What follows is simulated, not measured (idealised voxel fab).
Name of the process module below: voxel transistor to metal
For reference, the cross-section in this document is cut, with width 260 nm and square cells of 5 nm.
A cross-section is written here as square cells arranged in a grid, and it is given in bands from the top down, each band taking up one or more rows of cells.
Read a band's entry like this: the first values are the height of its top and the height of its bottom in nm, and what follows is the sequence of materials from left to right, each with its width in nm. Note that "blank" is empty space, and that a single material marked "edge to edge" reaches across the band from edge to edge.
Height reference: 0 = level under which incoming wafer is all one material. Lowest band: no bottom, runs on downward, e.g. "0 down".
Top row gets the first number, bottom row gets the second, and each row in between changes by the same step: that is how a band width like "30..40" works.
"remains unaltered" -> step changed no cross-section cell.
This entry, "Enclosed void catalog", enumerates those empty regions of no fewer than 8 cells that possess no open connection to the top. Each region is reported in the form width x height at distance, the distance being taken from the left edge, with all three quantities expressed in nm.
Heads up: the bit after the settings on a step's line is the simulator's remark on that step.
On any step carrying a mask, the "overlay nm" setting, if present on the step's line, tells how far right of its planned place the mask lay; negative values point to the left.
SET OUT BELOW ARE THE PLANNED STEPS OF THE PROCESS
- 1: op RECEIVE | material Si
- 2: op CONFORMAL_DEP | material SiO2 | thk nm 5
- 3: op CONFORMAL_DEP | material SiN | thk nm 15
- 4: op PATTERN | tone cover | mask id ACTIVE | material resist | width nm 90 | pitch nm 120 | thk nm 20 | overlay nm 0
- 5: op DIRECTIONAL_ETCH | etch materials SiN | depth nm 15
- 6: op DIRECTIONAL_ETCH | etch materials SiO2 | depth nm 5
- 7: op DIRECTIONAL_ETCH | etch materials Si | depth nm 30
- 8: op STRIP | etch materials resist
- 9: op FILL_DEP | material SiO2 | thk nm 5
- 10: op CMP | height nm 20
- 11: op SELECTIVE_ETCH | etch materials SiO2 | depth nm 15
- 12: op STRIP | etch materials SiN
- 13: op SELECTIVE_ETCH | etch materials SiO2 | depth nm 5
- 14: op OXIDIZE | depth nm 5
- 15: op DIRECTIONAL_DEP | material polySi | thk nm 25
- 16: op DIRECTIONAL_DEP | material SiCN | thk nm 10
- 17: op MASKED_ETCH | tone cover | mask id GATE | width nm 20 | pitch nm 120 | etch materials SiCN | depth nm 20 | overlay nm 0
- 18: op MASKED_ETCH | tone cover | mask id GATE | width nm 20 | pitch nm 120 | etch materials polySi | depth nm 35 | overlay nm 0
- 19: op CONFORMAL_DEP | material SiN | thk nm 5
- 20: op DIRECTIONAL_ETCH | etch materials SiN | depth nm 5
- 21: op DIRECTIONAL_ETCH | etch materials SiO2 | depth nm 5
- 22: op EPI | material SiGe | thk nm 5
- 23: op FILL_DEP | material SiO2 | thk nm 5
- 24: op CMP | height nm 35
- 25: op DIRECTIONAL_DEP | material SiO2 | thk nm 10
- 26: op DIRECTIONAL_DEP | material aC | thk nm 15
- 27: op PATTERN | tone open | mask id CONTACT | material resist | width nm 25 | thk nm 30 | overlay nm 0
- 28: op DIRECTIONAL_ETCH | etch materials aC | depth nm 15
- 29: op STRIP | etch materials resist
- 30: op DIRECTIONAL_ETCH | etch materials SiO2 | depth nm 45
- 31: op STRIP | etch materials aC
- 32: op CONFORMAL_DEP | material TiN | thk nm 5
- 33: op FILL_DEP | material W | thk nm 10
- 34: op CMP | height nm 45
- 35: op CONFORMAL_DEP | material SiN | thk nm 5
- 36: op DIRECTIONAL_DEP | material SiO2 | thk nm 25
- 37: op DIRECTIONAL_DEP | material aC | thk nm 15
- 38: op PATTERN | tone open | mask id METAL_1 | material resist | width nm 15 | thk nm 35 | overlay nm 0
- 39: op DIRECTIONAL_ETCH | etch materials aC | depth nm 15
- 40: op STRIP | etch materials resist
- 41: op DIRECTIONAL_ETCH | etch materials SiO2 | depth nm 25
- 42: op DIRECTIONAL_ETCH | etch materials SiN | depth nm 5
- 43: op STRIP | etch materials aC
- 44: op CONFORMAL_DEP | material TiN | thk nm 5
- 45: op FILL_DEP | material Cu | thk nm 5
- 46: op CMP | height nm 75
- 47: op EPI | material Ru | thk nm 5
- 48: op FILL_DEP | material SiCN | thk nm 5
- 49: op DIRECTIONAL_DEP | material lowk | thk nm 25
- 50: op PATTERN | tone open | mask id METAL_2 | material resist | width nm 15 | pitch nm 120 | thk nm 15 | overlay nm 0
- 51: op DIRECTIONAL_ETCH | etch materials lowk | depth nm 15
- 52: op STRIP | etch materials resist
- 53: op DIRECTIONAL_DEP | material aC | thk nm 10
- 54: op PATTERN | tone open | mask id METAL_2_HOLES | material resist | width nm 15 | pitch nm 120 | thk nm 30 | overlay nm 0
- 55: op DIRECTIONAL_ETCH | etch materials aC | depth nm 10
- 56: op STRIP | etch materials resist
- 57: op DIRECTIONAL_ETCH | etch materials lowk | depth nm 10
- 58: op DIRECTIONAL_ETCH | etch materials SiCN | depth nm 5
- 59: op STRIP | etch materials aC
- 60: op CONFORMAL_DEP | material TiN | thk nm 5
- 61: op FILL_DEP | material Cu | thk nm 5
- 62: op CMP | height nm 110
- 63: op CONFORMAL_DEP | material SiN | thk nm 5
It is noted that the wafers described herein are identical at the outset and are distinguished by the depth nm of step 13; the value stated in the plan corresponds to the first wafer.
AFTER STEP 1, AS RECEIVED: FIRST OF SEVERAL WAFERS, CROSS-SECTION
- 0 down = Si edge to edge
- Enclosed void catalog: none
CROSS-SECTION AFTER STEP 63, THE FINAL STEP OF THE MODULE, FOR THE FIRST OF SEVERAL WAFERS
- 115 to 110 = SiN edge to edge
- 110 to 85 = 30 nm lowk, then 5 nm TiN, then 5 nm Cu, then 5 nm TiN, then 105 nm lowk, then 5 nm TiN, then 5 nm Cu, then 5 nm TiN, then 95 nm lowk
- 85 to 80 = 30 nm SiCN, then 15 nm TiN, then 105 nm SiCN, then 15 nm TiN, then 95 nm SiCN
- 80 to 75 = 25 nm SiCN, then 25 nm Ru, then 40 nm SiCN, then 25 nm Ru, then 30 nm SiCN, then 25 nm Ru, then 40 nm SiCN, then 25 nm Ru, then 25 nm SiCN
- 75 to 50 = 30 nm SiO2, then 5 nm TiN, then 5 nm Cu, then 5 nm TiN, then 50 nm SiO2, then 5 nm TiN, then 5 nm Cu, then 5 nm TiN, then 40 nm SiO2, then 5 nm TiN, then 5 nm Cu, then 5 nm TiN, then 50 nm SiO2, then 5 nm TiN, then 5 nm Cu, then 5 nm TiN, then 30 nm SiO2
- 50 to 45 = 30 nm SiN, then 15 nm TiN, then 50 nm SiN, then 15 nm TiN, then 40 nm SiN, then 15 nm TiN, then 50 nm SiN, then 15 nm TiN, then 30 nm SiN
- 45 to 35 = 30 nm SiO2, then 5 nm TiN, then 15 nm W, then 5 nm TiN, then 30 nm SiO2, then 5 nm TiN, then 15 nm W, then 5 nm TiN, then 40 nm SiO2, then 5 nm TiN, then 15 nm W, then 5 nm TiN, then 30 nm SiO2, then 5 nm TiN, then 15 nm W, then 5 nm TiN, then 30 nm SiO2
- 35 to 25 = 30 nm SiO2, then 5 nm TiN, then 15 nm W, then 5 nm TiN, then 5 nm SiN, then 20 nm SiCN, then 5 nm SiN, then 5 nm TiN, then 15 nm W, then 5 nm TiN, then 40 nm SiO2, then 5 nm TiN, then 15 nm W, then 5 nm TiN, then 5 nm SiN, then 20 nm SiCN, then 5 nm SiN, then 5 nm TiN, then 15 nm W, then 5 nm TiN, then 30 nm SiO2
- 25 to 5 = 30 nm SiO2, then 5 nm TiN, then 15 nm W, then 5 nm TiN, then 5 nm SiN, then 20 nm polySi, then 5 nm SiN, then 5 nm TiN, then 15 nm W, then 5 nm TiN, then 40 nm SiO2, then 5 nm TiN, then 15 nm W, then 5 nm TiN, then 5 nm SiN, then 20 nm polySi, then 5 nm SiN, then 5 nm TiN, then 15 nm W, then 5 nm TiN, then 30 nm SiO2
- 5 to 0 = 30 nm SiO2, then 25 nm TiN, then 5 nm SiN, then 20 nm polySi, then 5 nm SiN, then 25 nm TiN, then 40 nm SiO2, then 25 nm TiN, then 5 nm SiN, then 20 nm polySi, then 5 nm SiN, then 25 nm TiN, then 30 nm SiO2
- 0 to -5 = 20 nm SiO2, then 35 nm SiGe, then 30 nm SiO2, then 35 nm SiGe, then 20 nm SiO2, then 35 nm SiGe, then 30 nm SiO2, then 35 nm SiGe, then 20 nm SiO2
- -5 to -30 = 25 nm SiO2, then 90 nm Si, then 30 nm SiO2, then 90 nm Si, then 25 nm SiO2
- -30 down = Si edge to edge
- Enclosed void catalog: none
A CROSS-SECTION THROUGH THE LAST WAFER AT THE CLOSE OF THE MODULE
- 115 to 110 = SiN edge to edge
- 110 to 85 = 30 nm lowk, then 5 nm TiN, then 5 nm Cu, then 5 nm TiN, then 105 nm lowk, then 5 nm TiN, then 5 nm Cu, then 5 nm TiN, then 95 nm lowk
- 85 to 80 = 30 nm SiCN, then 15 nm TiN, then 105 nm SiCN, then 15 nm TiN, then 95 nm SiCN
- 80 to 75 = 25 nm SiCN, then 25 nm Ru, then 40 nm SiCN, then 25 nm Ru, then 30 nm SiCN, then 25 nm Ru, then 40 nm SiCN, then 25 nm Ru, then 25 nm SiCN
- 75 to 50 = 30 nm SiO2, then 5 nm TiN, then 5 nm Cu, then 5 nm TiN, then 50 nm SiO2, then 5 nm TiN, then 5 nm Cu, then 5 nm TiN, then 40 nm SiO2, then 5 nm TiN, then 5 nm Cu, then 5 nm TiN, then 50 nm SiO2, then 5 nm TiN, then 5 nm Cu, then 5 nm TiN, then 30 nm SiO2
- 50 to 45 = 30 nm SiN, then 15 nm TiN, then 50 nm SiN, then 15 nm TiN, then 40 nm SiN, then 15 nm TiN, then 50 nm SiN, then 15 nm TiN, then 30 nm SiN
- 45 to 35 = 30 nm SiO2, then 5 nm TiN, then 15 nm W, then 5 nm TiN, then 30 nm SiO2, then 5 nm TiN, then 15 nm W, then 5 nm TiN, then 40 nm SiO2, then 5 nm TiN, then 15 nm W, then 5 nm TiN, then 30 nm SiO2, then 5 nm TiN, then 15 nm W, then 5 nm TiN, then 30 nm SiO2
- 35 to 25 = 30 nm SiO2, then 5 nm TiN, then 15 nm W, then 5 nm TiN, then 5 nm SiN, then 20 nm SiCN, then 5 nm SiN, then 5 nm TiN, then 15 nm W, then 5 nm TiN, then 40 nm SiO2, then 5 nm TiN, then 15 nm W, then 5 nm TiN, then 5 nm SiN, then 20 nm SiCN, then 5 nm SiN, then 5 nm TiN, then 15 nm W, then 5 nm TiN, then 30 nm SiO2
- 25 to 5 = 30 nm SiO2, then 5 nm TiN, then 15 nm W, then 5 nm TiN, then 5 nm SiN, then 20 nm polySi, then 5 nm SiN, then 5 nm TiN, then 15 nm W, then 5 nm TiN, then 40 nm SiO2, then 5 nm TiN, then 15 nm W, then 5 nm TiN, then 5 nm SiN, then 20 nm polySi, then 5 nm SiN, then 5 nm TiN, then 15 nm W, then 5 nm TiN, then 30 nm SiO2
- 5 to 0 = 30 nm SiO2, then 25 nm TiN, then 5 nm SiN, then 20 nm polySi, then 5 nm SiN, then 25 nm TiN, then 40 nm SiO2, then 25 nm TiN, then 5 nm SiN, then 20 nm polySi, then 5 nm SiN, then 25 nm TiN, then 30 nm SiO2
- 0 to -5 = 20 nm SiO2, then 5 nm SiN, then 30 nm SiGe, then 30 nm SiO2, then 30 nm SiGe, then 5 nm SiN, then 20 nm SiO2, then 5 nm SiN, then 30 nm SiGe, then 30 nm SiO2, then 30 nm SiGe, then 5 nm SiN, then 20 nm SiO2
- -5 to -15 = 20 nm SiO2, then 5 nm SiN, then 5 nm SiO2, then 80 nm Si, then 5 nm SiO2, then 5 nm SiN, then 20 nm SiO2, then 5 nm SiN, then 5 nm SiO2, then 80 nm Si, then 5 nm SiO2, then 5 nm SiN, then 20 nm SiO2
- -15 to -20 = 30 nm SiO2, then 80 nm Si, then 40 nm SiO2, then 80 nm Si, then 30 nm SiO2
- -20 to -30 = 25 nm SiO2, then 90 nm Si, then 30 nm SiO2, then 90 nm Si, then 25 nm SiO2
- -30 down = Si edge to edge
- Enclosed void catalog: none
BELOW, A ROW FOR EVERY WAFER. READ IT AS THE END-OF-MODULE PICTURE: FOR EACH MATERIAL THE WAFER SHOWS ITS CELLS GAINED (+) OR LOST (-) SINCE IT WAS RECEIVED, AND THEN ITS CLOSED VOIDS
depth nm 5 | +30 Cu | +20 Ru | -132 Si | +94 SiCN | +28 SiGe | +120 SiN | +508 SiO2 | +162 TiN | +96 W | +230 lowk | +40 polySi | Enclosed void catalog: none
depth nm 10 | +30 Cu | +20 Ru | -136 Si | +94 SiCN | +24 SiGe | +124 SiN | +512 SiO2 | +162 TiN | +96 W | +230 lowk | +40 polySi | Enclosed void catalog: none
depth nm 15 | +30 Cu | +20 Ru | -140 Si | +94 SiCN | +24 SiGe | +128 SiN | +512 SiO2 | +162 TiN | +96 W | +230 lowk | +40 polySi | Enclosed void catalog: none
depth nm 20 | +30 Cu | +20 Ru | -144 Si | +94 SiCN | +24 SiGe | +132 SiN | +512 SiO2 | +162 TiN | +96 W | +230 lowk | +40 polySi | Enclosed void catalog: none
